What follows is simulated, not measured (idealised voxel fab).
Name of the process module below: voxel wiring stack
Square cells of 5 nm make up the cross-section cut, whose width is 265 nm.
Format of a cross-section: grid, square cells. Given as bands. Order: top down. Band: one or more rows of cells. First you get the band's top height and its bottom height, in nm, and then the materials it's made of, left to right, with each width in nm. If you see a single material with "all across", that one covers the band edge to edge. "blank" is empty space. Ref level 0: as-received wafer is one material below here. Bottom band extends down with no lower bound ("0 down"). The expression "30 to 40" gives the width at the extremes of the band, the first number at its top row of cells and the second at its bottom row, with the width changing by equal amounts from each row to the next in between. No cell of the cross-section changed in a step that is given as "no alteration". The list in "Closed void inventory" covers empty spaces of 8 cells or more that cannot reach the top through any open way, and it gives each as width x height at distance; the distance is from the left edge, and width, height and distance are in nm. Note: text after step settings on the step line = simulator remark on that step. overlay nm: where the mask lay relative to plan, measured to the right, on steps with a mask; negatives go left.
PROCESS STEPS (PLANNED)
step 1: RECEIVE [material Si]
step 2: CONFORMAL_DEP [material SiO2] [thk nm 10]
step 3: CONFORMAL_DEP [material SiN] [thk nm 5]
step 4: DIRECTIONAL_DEP [material SiO2] [thk nm 15]
step 5: DIRECTIONAL_DEP [material aC] [thk nm 10]
step 6: PATTERN [tone open] [mask id METAL_1] [material resist] [width nm 20] [pitch nm 45] [thk nm 25] [overlay nm 0]
step 7: DIRECTIONAL_ETCH [etch materials aC] [depth nm 10]
step 8: STRIP [etch materials resist]
step 9: DIRECTIONAL_ETCH [etch materials SiO2] [depth nm 15]
step 10: DIRECTIONAL_ETCH [etch materials SiN] [depth nm 5]
step 11: STRIP [etch materials aC]
step 12: CONFORMAL_DEP [material TiN] [thk nm 5]
step 13: FILL_DEP [material W] [thk nm 10]
step 14: CMP [height nm 30]
step 15: CONFORMAL_DEP [material SiCN] [thk nm 5]
step 16: DIRECTIONAL_DEP [material SiO2] [thk nm 35]
step 17: DIRECTIONAL_DEP [material aC] [thk nm 10]
step 18: PATTERN [tone open] [mask id METAL_2_HOLES] [material resist] [width nm 15] [pitch nm 90] [thk nm 30] [overlay nm 0]
step 19: DIRECTIONAL_ETCH [etch materials aC] [depth nm 10]
step 20: STRIP [etch materials resist]
step 21: DIRECTIONAL_ETCH [etch materials SiO2] [depth nm 35]
step 22: STRIP [etch materials aC]
step 23: MASKED_ETCH [tone open] [mask id METAL_2] [width nm 20] [pitch nm 45] [etch materials SiO2] [depth nm 20] [overlay nm 0]
step 24: MASKED_ETCH [tone open] [mask id METAL_2] [width nm 20] [pitch nm 45] [etch materials SiCN] [depth nm 5] [overlay nm 0]
step 25: CONFORMAL_DEP [material TiN] [thk nm 5]
step 26: FILL_DEP [material Cu] [thk nm 10]
step 27: CMP [height nm 70]
step 28: CONFORMAL_DEP [material SiCN] [thk nm 5]
step 29: DIRECTIONAL_DEP [material lowk] [thk nm 25]
step 30: PATTERN [tone open] [mask id METAL_3] [material resist] [width nm 20] [pitch nm 45] [thk nm 20] [overlay nm 0]
step 31: DIRECTIONAL_ETCH [etch materials lowk] [depth nm 15]
step 32: STRIP [etch materials resist]
step 33: MASKED_ETCH [tone open] [mask id METAL_3_HOLES] [width nm 15] [pitch nm 45] [etch materials lowk] [depth nm 10] [overlay nm 0]
step 34: MASKED_ETCH [tone open] [mask id METAL_3_HOLES] [width nm 15] [pitch nm 45] [etch materials SiCN] [depth nm 5] [overlay nm 0]
step 35: CONFORMAL_DEP [material TiN] [thk nm 5]
step 36: FILL_DEP [material Cu] [thk nm 10]
step 37: CMP [height nm 100]
step 38: CONFORMAL_DEP [material SiCN] [thk nm 5]
step 39: DIRECTIONAL_DEP [material lowk] [thk nm 25]
step 40: MASKED_ETCH [tone open] [mask id METAL_4_HOLES] [width nm 15] [pitch nm 45] [etch materials lowk] [depth nm 25] [overlay nm 0]
step 41: MASKED_ETCH [tone open] [mask id METAL_4] [width nm 20] [pitch nm 45] [etch materials lowk] [depth nm 15] [overlay nm 0]
step 42: MASKED_ETCH [tone open] [mask id METAL_4] [width nm 20] [pitch nm 45] [etch materials SiCN] [depth nm 5] [overlay nm 0]
step 43: CONFORMAL_DEP [material TiN] [thk nm 5]
step 44: FILL_DEP [material Ru] [thk nm 10]
step 45: CMP [height nm 130]
step 46: CONFORMAL_DEP [material SiCN] [thk nm 5]
RECEIVED-STATE CROSS-SECTION, REFLECTING COMPLETION OF STEP 1
* 0 down | Si all across
* Closed void inventory: none
END-OF-MODULE XS, FIRST OF TWO WAFERS, RUN AS PLANNED
* 135 to 130 | SiCN all across
* 130 to 120 | 55 of lowk, 5 of TiN, 10 of Ru, 5 of TiN, 25 of lowk, 5 of TiN, 10 of Ru, 5 of TiN, 25 of lowk, 5 of TiN, 10 of Ru, 5 of TiN, 25 of lowk, 5 of TiN, 10 of Ru, 5 of TiN, 55 of lowk
* 120 to 115 | 55 of lowk, 5 of TiN, 5 of Ru, 10 of TiN, 25 of lowk, 5 of TiN, 5 of Ru, 10 of TiN, 25 of lowk, 5 of TiN, 5 of Ru, 10 of TiN, 25 of lowk, 5 of TiN, 5 of Ru, 10 of TiN, 55 of lowk
* 115 to 105 | 55 of lowk, 5 of TiN, 5 of Ru, 5 of TiN, 30 of lowk, 5 of TiN, 5 of Ru, 5 of TiN, 30 of lowk, 5 of TiN, 5 of Ru, 5 of TiN, 30 of lowk, 5 of TiN, 5 of Ru, 5 of TiN, 60 of lowk
* 105 to 100 | 55 of SiCN, 15 of TiN, 30 of SiCN, 15 of TiN, 30 of SiCN, 15 of TiN, 30 of SiCN, 15 of TiN, 60 of SiCN
* 100 to 90 | 55 of lowk, 5 of TiN, 10 of Cu, 5 of TiN, 25 of lowk, 5 of TiN, 10 of Cu, 5 of TiN, 25 of lowk, 5 of TiN, 10 of Cu, 5 of TiN, 25 of lowk, 5 of TiN, 10 of Cu, 5 of TiN, 55 of lowk
* 90 to 85 | 55 of lowk, 5 of TiN, 5 of Cu, 10 of TiN, 25 of lowk, 5 of TiN, 5 of Cu, 10 of TiN, 25 of lowk, 5 of TiN, 5 of Cu, 10 of TiN, 25 of lowk, 5 of TiN, 5 of Cu, 10 of TiN, 55 of lowk
* 85 to 75 | 55 of lowk, 5 of TiN, 5 of Cu, 5 of TiN, 30 of lowk, 5 of TiN, 5 of Cu, 5 of TiN, 30 of lowk, 5 of TiN, 5 of Cu, 5 of TiN, 30 of lowk, 5 of TiN, 5 of Cu, 5 of TiN, 60 of lowk
* 75 to 70 | 55 of SiCN, 15 of TiN, 30 of SiCN, 15 of TiN, 30 of SiCN, 15 of TiN, 30 of SiCN, 15 of TiN, 60 of SiCN
* 70 to 55 | 55 of SiO2, 5 of TiN, 10 of Cu, 5 of TiN, 25 of SiO2, 5 of TiN, 10 of Cu, 5 of TiN, 25 of SiO2, 5 of TiN, 10 of Cu, 5 of TiN, 25 of SiO2, 5 of TiN, 10 of Cu, 5 of TiN, 55 of SiO2
* 55 to 50 | 55 of SiO2, 5 of TiN, 5 of Cu, 10 of TiN, 25 of SiO2, 20 of TiN, 25 of SiO2, 5 of TiN, 5 of Cu, 10 of TiN, 25 of SiO2, 20 of TiN, 55 of SiO2
* 50 to 35 | 55 of SiO2, 5 of TiN, 5 of Cu, 5 of TiN, 75 of SiO2, 5 of TiN, 5 of Cu, 5 of TiN, 105 of SiO2
* 35 to 30 | 55 of SiCN, 15 of TiN, 75 of SiCN, 15 of TiN, 105 of SiCN
* 30 to 15 | 55 of SiO2, 5 of TiN, 10 of W, 5 of TiN, 25 of SiO2, 5 of TiN, 10 of W, 5 of TiN, 25 of SiO2, 5 of TiN, 10 of W, 5 of TiN, 25 of SiO2, 5 of TiN, 10 of W, 5 of TiN, 55 of SiO2
* 15 to 10 | 55 of SiN, 20 of TiN, 25 of SiN, 20 of TiN, 25 of SiN, 20 of TiN, 25 of SiN, 20 of TiN, 55 of SiN
* 10 to 0 | SiO2 all across
* 0 down | Si all across
* Closed void inventory: none
WAFER TWO (OF TWO), END-OF-MODULE CROSS-SECTION: START = WAFER ONE, PLAN = WAFER ONE, ONE RUN MISTAKE
* 135 to 130 | SiCN all across
* 130 to 120 | 65 of Ru, 5 of TiN, 5 of lowk, 5 of TiN, 30 of Ru, 5 of TiN, 5 of lowk, 5 of TiN, 30 of Ru, 5 of TiN, 5 of lowk, 5 of TiN, 30 of Ru, 5 of TiN, 5 of lowk, 5 of TiN, 50 of Ru
* 120 to 115 | 60 of TiN, 5 of Ru, 5 of TiN, 5 of lowk, 30 of TiN, 5 of Ru, 5 of TiN, 5 of lowk, 30 of TiN, 5 of Ru, 5 of TiN, 5 of lowk, 30 of TiN, 5 of Ru, 5 of TiN, 5 of lowk, 55 of TiN
* 115 to 105 | 55 of lowk, 5 of TiN, 5 of Ru, 5 of TiN, 30 of lowk, 5 of TiN, 5 of Ru, 5 of TiN, 30 of lowk, 5 of TiN, 5 of Ru, 5 of TiN, 30 of lowk, 5 of TiN, 5 of Ru, 5 of TiN, 60 of lowk
* 105 to 100 | 55 of SiCN, 15 of TiN, 30 of SiCN, 15 of TiN, 30 of SiCN, 15 of TiN, 30 of SiCN, 15 of TiN, 60 of SiCN
* 100 to 90 | 55 of lowk, 5 of TiN, 10 of Cu, 5 of TiN, 25 of lowk, 5 of TiN, 10 of Cu, 5 of TiN, 25 of lowk, 5 of TiN, 10 of Cu, 5 of TiN, 25 of lowk, 5 of TiN, 10 of Cu, 5 of TiN, 55 of lowk
* 90 to 85 | 55 of lowk, 5 of TiN, 5 of Cu, 10 of TiN, 25 of lowk, 5 of TiN, 5 of Cu, 10 of TiN, 25 of lowk, 5 of TiN, 5 of Cu, 10 of TiN, 25 of lowk, 5 of TiN, 5 of Cu, 10 of TiN, 55 of lowk
* 85 to 75 | 55 of lowk, 5 of TiN, 5 of Cu, 5 of TiN, 30 of lowk, 5 of TiN, 5 of Cu, 5 of TiN, 30 of lowk, 5 of TiN, 5 of Cu, 5 of TiN, 30 of lowk, 5 of TiN, 5 of Cu, 5 of TiN, 60 of lowk
* 75 to 70 | 55 of SiCN, 15 of TiN, 30 of SiCN, 15 of TiN, 30 of SiCN, 15 of TiN, 30 of SiCN, 15 of TiN, 60 of SiCN
* 70 to 55 | 55 of SiO2, 5 of TiN, 10 of Cu, 5 of TiN, 25 of SiO2, 5 of TiN, 10 of Cu, 5 of TiN, 25 of SiO2, 5 of TiN, 10 of Cu, 5 of TiN, 25 of SiO2, 5 of TiN, 10 of Cu, 5 of TiN, 55 of SiO2
* 55 to 50 | 55 of SiO2, 5 of TiN, 5 of Cu, 10 of TiN, 25 of SiO2, 20 of TiN, 25 of SiO2, 5 of TiN, 5 of Cu, 10 of TiN, 25 of SiO2, 20 of TiN, 55 of SiO2
* 50 to 35 | 55 of SiO2, 5 of TiN, 5 of Cu, 5 of TiN, 75 of SiO2, 5 of TiN, 5 of Cu, 5 of TiN, 105 of SiO2
* 35 to 30 | 55 of SiCN, 15 of TiN, 75 of SiCN, 15 of TiN, 105 of SiCN
* 30 to 15 | 55 of SiO2, 5 of TiN, 10 of W, 5 of TiN, 25 of SiO2, 5 of TiN, 10 of W, 5 of TiN, 25 of SiO2, 5 of TiN, 10 of W, 5 of TiN, 25 of SiO2, 5 of TiN, 10 of W, 5 of TiN, 55 of SiO2
* 15 to 10 | 55 of SiN, 20 of TiN, 25 of SiN, 20 of TiN, 25 of SiN, 20 of TiN, 25 of SiN, 20 of TiN, 55 of SiN
* 10 to 0 | SiO2 all across
* 0 down | Si all across
* Closed void inventory: none
Plan not followed: step 41 was processed under conditions differing from the plan, specifically as MASKED_ETCH [tone cover] [mask id METAL_4] [width nm 20] [pitch nm 45] [etch materials lowk] [depth nm 15] [overlay nm 0]
Counted in cells at the end, the second wafer holds more or fewer of these materials than the first: Ru +66 | TiN +33 | lowk -99
